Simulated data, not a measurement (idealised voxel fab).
The process module that follows is named voxel transistor to metal.
Square cell edge 5 nm, section width 155 nm, ID cut.
Just so we're on the same page, the cross-sections are grids of square cells, and they're listed out in bands top to bottom, each band one or more rows deep.
Basically the band line says how high the top is and how high the bottom is, in nm, and then what's in it from left to right, every material with its width in nm. Empty space shows up as "air", and if a single material carries "edge to edge" it runs the full band edge to edge.
Where do heights start? At 0: under that level the wafer as delivered is made of one material only. And the lowest band has no floor; it just carries on downward, as in "top 0, no bottom".
Per-row width for "30->40": begins at first number (top row of band), ends at second number (bottom row), increment between rows held constant.
You'll sometimes find "all unchanged" written for a step, and that's the way of saying that nowhere in the cross-section did a cell change during that step.
You'll see "Voids, enclosed" listing empty spaces that have no way open to the top, as long as they're 8 cells or more; the notation is width x height at distance, where the distance is from the left edge, and all of it is in nm.
Past the settings on a step's line: simulator remark, on that step.
Steps that use a mask can have "overlay nm" on their line. It says how far the mask sat to the right of where it was meant to be. Negative means to the left.

### Below is the list of planned process steps
- 1: RECEIVE | material Si
- 2: OXIDIZE | depth nm 5
- 3: CONFORMAL_DEP | material SiN | thk nm 10
- 4: PATTERN | tone cover | mask id ACTIVE | material resist | width nm 90 | thk nm 20 | overlay nm 0
- 5: DIRECTIONAL_ETCH | etch materials SiN | depth nm 10
- 6: DIRECTIONAL_ETCH | etch materials SiO2 | depth nm 5
- 7: DIRECTIONAL_ETCH | etch materials Si | depth nm 20
- 8: STRIP | etch materials resist
- 9: OXIDIZE | depth nm 5
- 10: FILL_DEP | material SiO2 | thk nm 5
- 11: CMP | height nm 10
- 12: SELECTIVE_ETCH | etch materials SiO2 | depth nm 10
- 13: STRIP | etch materials SiN
- 14: SELECTIVE_ETCH | etch materials SiO2 | depth nm 5
- 15: OXIDIZE | depth nm 5
- 16: DIRECTIONAL_DEP | material polySi | thk nm 20
- 17: DIRECTIONAL_DEP | material SiCN | thk nm 10
- 18: PATTERN | tone cover | mask id GATE | material resist | width nm 20 | thk nm 20 | overlay nm 0
- 19: DIRECTIONAL_ETCH | etch materials SiCN | depth nm 20
- 20: DIRECTIONAL_ETCH | etch materials polySi | depth nm 30
- 21: STRIP | etch materials resist
- 22: CONFORMAL_DEP | material SiN | thk nm 5
- 23: DIRECTIONAL_ETCH | etch materials SiN | depth nm 5
- 24: DIRECTIONAL_ETCH | etch materials SiO2 | depth nm 5
- 25: DIRECTIONAL_ETCH | etch materials Si | depth nm 5
- 26: EPI | material pSi | thk nm 5
- 27: FILL_DEP | material SiO2 | thk nm 10
- 28: CMP | height nm 25
- 29: DIRECTIONAL_DEP | material SiO2 | thk nm 15
- 30: PATTERN | tone open | mask id CONTACT | material resist | width nm 30 | pitch nm 60 | thk nm 15 | overlay nm 0
- 31: DIRECTIONAL_ETCH | etch materials SiO2 | depth nm 50
- 32: STRIP | etch materials resist
- 33: CONFORMAL_DEP | material TiN | thk nm 5
- 34: FILL_DEP | material Ru | thk nm 10
- 35: CMP | height nm 40
- 36: CONFORMAL_DEP | material SiCN | thk nm 5
- 37: DIRECTIONAL_DEP | material SiO2 | thk nm 20
- 38: DIRECTIONAL_DEP | material aC | thk nm 10
- 39: PATTERN | tone open | mask id METAL_1 | material resist | width nm 20 | pitch nm 70 | thk nm 25 | overlay nm 0
- 40: DIRECTIONAL_ETCH | etch materials aC | depth nm 10
- 41: STRIP | etch materials resist
- 42: DIRECTIONAL_ETCH | etch materials SiO2 | depth nm 20
- 43: DIRECTIONAL_ETCH | etch materials SiCN | depth nm 5
- 44: STRIP | etch materials aC
- 45: CONFORMAL_DEP | material TiN | thk nm 5
- 46: FILL_DEP | material Ru | thk nm 10
- 47: CMP | height nm 65
- 48: EPI | material Ru | thk nm 5
- 49: FILL_DEP | material SiCN | thk nm 5
- 50: DIRECTIONAL_DEP | material lowk | thk nm 30
- 51: MASKED_ETCH | tone open | mask id METAL_2 | width nm 20 | pitch nm 70 | etch materials lowk | depth nm 15 | overlay nm 0
- 52: MASKED_ETCH | tone open | mask id METAL_2_HOLES | width nm 15 | pitch nm 70 | etch materials lowk | depth nm 15 | overlay nm 0
- 53: MASKED_ETCH | tone open | mask id METAL_2_HOLES | width nm 15 | pitch nm 70 | etch materials SiCN | depth nm 5 | overlay nm 0
- 54: CONFORMAL_DEP | material TiN | thk nm 5
- 55: FILL_DEP | material Ru | thk nm 10
- 56: CMP | height nm 105
- 57: CONFORMAL_DEP | material SiN | thk nm 5
Heads up: all these wafers start the same, and what changes between them is the width nm in step 4. The value you see in the plan is just what the first wafer got.

### Cross-section of the first of several wafers on receipt, reflecting completion of step 1
* top 0, no bottom: Si edge to edge
* Voids, enclosed: none

### End of module, by wafer: material-by-material cell gain (+) or loss (-) since receipt, then closed voids
width nm 90; +114 Ru; -132 Si; +75 SiCN; +43 SiN; +306 SiO2; +104 TiN; +144 lowk; +12 pSi; +16 polySi; Voids, enclosed: none
width nm 95; +114 Ru; -129 Si; +75 SiCN; +43 SiN; +302 SiO2; +104 TiN; +144 lowk; +13 pSi; +16 polySi; Voids, enclosed: none
width nm 100; +114 Ru; -126 Si; +75 SiCN; +43 SiN; +298 SiO2; +104 TiN; +144 lowk; +14 pSi; +16 polySi; Voids, enclosed: none
width nm 105; +114 Ru; -123 Si; +75 SiCN; +43 SiN; +294 SiO2; +104 TiN; +144 lowk; +15 pSi; +16 polySi; Voids, enclosed: none
width nm 110; +114 Ru; -120 Si; +75 SiCN; +43 SiN; +290 SiO2; +104 TiN; +144 lowk; +16 pSi; +16 polySi; Voids, enclosed: none
width nm 115; +114 Ru; -117 Si; +75 SiCN; +43 SiN; +286 SiO2; +104 TiN; +144 lowk; +17 pSi; +16 polySi; Voids, enclosed: none
